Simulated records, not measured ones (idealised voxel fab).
A process module follows: voxel transistor to metal.
Cross-section cut: width 275 nm, square cells of 5 nm.
How to read a cross-section here: the picture is a grid of square cells, written as bands going from the top down, and any band can span one or more rows of cells. This entry defines a band. It first specifies the height of the band's top and the height of its bottom in nm, and then specifies the band's materials from left to right, stating each material with its width in nm. The word "full width" identifies a single material that fills the band from edge to edge, while the word "air" identifies empty space. Heads up on the height convention: 0 is the point under which the incoming wafer is all one material, and the lowest band has no bottom, it just keeps going down, like "0 and below". Width: "30..40" (first number = top row, second number = bottom row, same change from row to row of cells). The designation "stayed the same", where it is given for a processing step, indicates that no cell of the cross-section was altered in the course of that step. Closed-off voids of 8+ cells (no open route to the top) go in "Enclosed void inventory", written width x height at distance from the left edge, in nm. What comes after the settings on a step's line is commentary from the simulator itself on that step. The "overlay nm" setting may appear on a step's line; for a step that uses a mask, it gives how far to the right of its planned position the mask lay, and a negative value indicates the left.

This section lists the process steps that were planned:
1: op RECEIVE | material Si
2: op CONFORMAL_DEP | material SiO2 | thk nm 5
3: op CONFORMAL_DEP | material SiN | thk nm 10
4: op DIRECTIONAL_DEP | material aC | thk nm 10
5: op PATTERN | tone cover | mask id ACTIVE | material resist | width nm 105 | pitch nm 125 | thk nm 30 | overlay nm 0
6: op DIRECTIONAL_ETCH | etch materials aC | depth nm 10
7: op STRIP | etch materials resist
8: op DIRECTIONAL_ETCH | etch materials SiN | depth nm 10
9: op DIRECTIONAL_ETCH | etch materials SiO2 | depth nm 5
10: op DIRECTIONAL_ETCH | etch materials Si | depth nm 20
11: op STRIP | etch materials aC
12: op OXIDIZE | depth nm 5
13: op FILL_DEP | material SiO2 | thk nm 15
14: op CMP | height nm 15
15: op SELECTIVE_ETCH | etch materials SiO2 | depth nm 10
16: op STRIP | etch materials SiN
17: op SELECTIVE_ETCH | etch materials SiO2 | depth nm 5
18: op OXIDIZE | depth nm 5
19: op DIRECTIONAL_DEP | material polySi | thk nm 25
20: op DIRECTIONAL_DEP | material SiCN | thk nm 15
21: op PATTERN | tone cover | mask id GATE | material resist | width nm 25 | pitch nm 125 | thk nm 15 | overlay nm 0
22: op DIRECTIONAL_ETCH | etch materials SiCN | depth nm 25
23: op DIRECTIONAL_ETCH | etch materials polySi | depth nm 35
24: op STRIP | etch materials resist
25: op CONFORMAL_DEP | material SiO2 | thk nm 5
26: op DIRECTIONAL_ETCH | etch materials SiO2 | depth nm 5
27: op CONFORMAL_DEP | material SiN | thk nm 10
28: op DIRECTIONAL_ETCH | etch materials SiN | depth nm 10
29: op DIRECTIONAL_ETCH | etch materials SiO2 | depth nm 5
30: op EPI | material SiGe | thk nm 5
31: op FILL_DEP | material SiO2 | thk nm 10
32: op CMP | height nm 25
33: op STRIP | etch materials polySi
34: op SELECTIVE_ETCH | etch materials SiO2 | depth nm 5
35: op CONFORMAL_DEP | material HfO2 | thk nm 5
36: op CONFORMAL_DEP | material TiN | thk nm 5
37: op FILL_DEP | material W | thk nm 5
38: op CMP | height nm 20
39: op DIRECTIONAL_DEP | material SiO2 | thk nm 10
40: op MASKED_ETCH | tone open | mask id CONTACT | width nm 15 | etch materials SiO2 | depth nm 30 | overlay nm 0
41: op CONFORMAL_DEP | material TiN | thk nm 5
42: op FILL_DEP | material Ru | thk nm 5
43: op CMP | height nm 30
44: op DIRECTIONAL_DEP | material TiN | thk nm 5
45: op DIRECTIONAL_DEP | material Ru | thk nm 25
46: op PATTERN | tone cover | mask id METAL_1 | material resist | width nm 15 | thk nm 20 | overlay nm 0
47: op DIRECTIONAL_ETCH | etch materials Ru | depth nm 25
48: op DIRECTIONAL_ETCH | etch materials TiN | depth nm 5
49: op STRIP | etch materials resist
50: op FILL_DEP | material lowk | thk nm 5
51: op CMP | height nm 60
52: op CONFORMAL_DEP | material SiN | thk nm 5

The cross-section here shows the wafer as received, i.e. in its state after step 1:
  0 and below: Si full width
  Enclosed void inventory: none

The cross-section shown corresponds to the wafer at the conclusion of the module. The initial structure and the process plan are those presented above; however, one mistake occurred in executing the plan:
  65 down to 60: SiN full width
  60 down to 35: 25 lowk  15 Ru  65 lowk  15 Ru  30 lowk  15 Ru  65 lowk  15 Ru  30 lowk
  35 down to 30: 25 lowk  15 TiN  65 lowk  15 TiN  30 lowk  15 TiN  65 lowk  15 TiN  30 lowk
  30 down to 15: 25 SiO2  5 TiN  5 Ru  5 TiN  65 SiO2  5 TiN  5 Ru  5 TiN  30 SiO2  5 TiN  5 Ru  5 TiN  65 SiO2  5 TiN  5 Ru  5 TiN  30 SiO2
  15 down to 5: 25 SiO2  5 TiN  5 Ru  5 TiN  5 SiO2  10 SiN  5 SiO2  25 SiCN  5 SiO2  10 SiN  5 SiO2  5 TiN  5 Ru  5 TiN  30 SiO2  5 TiN  5 Ru  5 TiN  5 SiO2  10 SiN  5 SiO2  25 SiCN  5 SiO2  10 SiN  5 SiO2  5 TiN  5 Ru  5 TiN  30 SiO2
  5 down to 0: 25 SiO2  15 TiN  5 SiO2  10 SiN  5 SiO2  25 SiCN  5 SiO2  10 SiN  5 SiO2  15 TiN  30 SiO2  15 TiN  5 SiO2  10 SiN  5 SiO2  25 SiCN  5 SiO2  10 SiN  5 SiO2  15 TiN  30 SiO2
  0 down to -5: 20 SiO2  25 SiGe  55 SiO2  25 SiGe  20 SiO2  25 SiGe  55 SiO2  25 SiGe  25 SiO2
  -5 down to -25: 25 SiO2  95 Si  30 SiO2  95 Si  30 SiO2
  -25 and below: Si full width
  Enclosed void inventory: none
Run error: the plan's step 19 was left out and never carried out
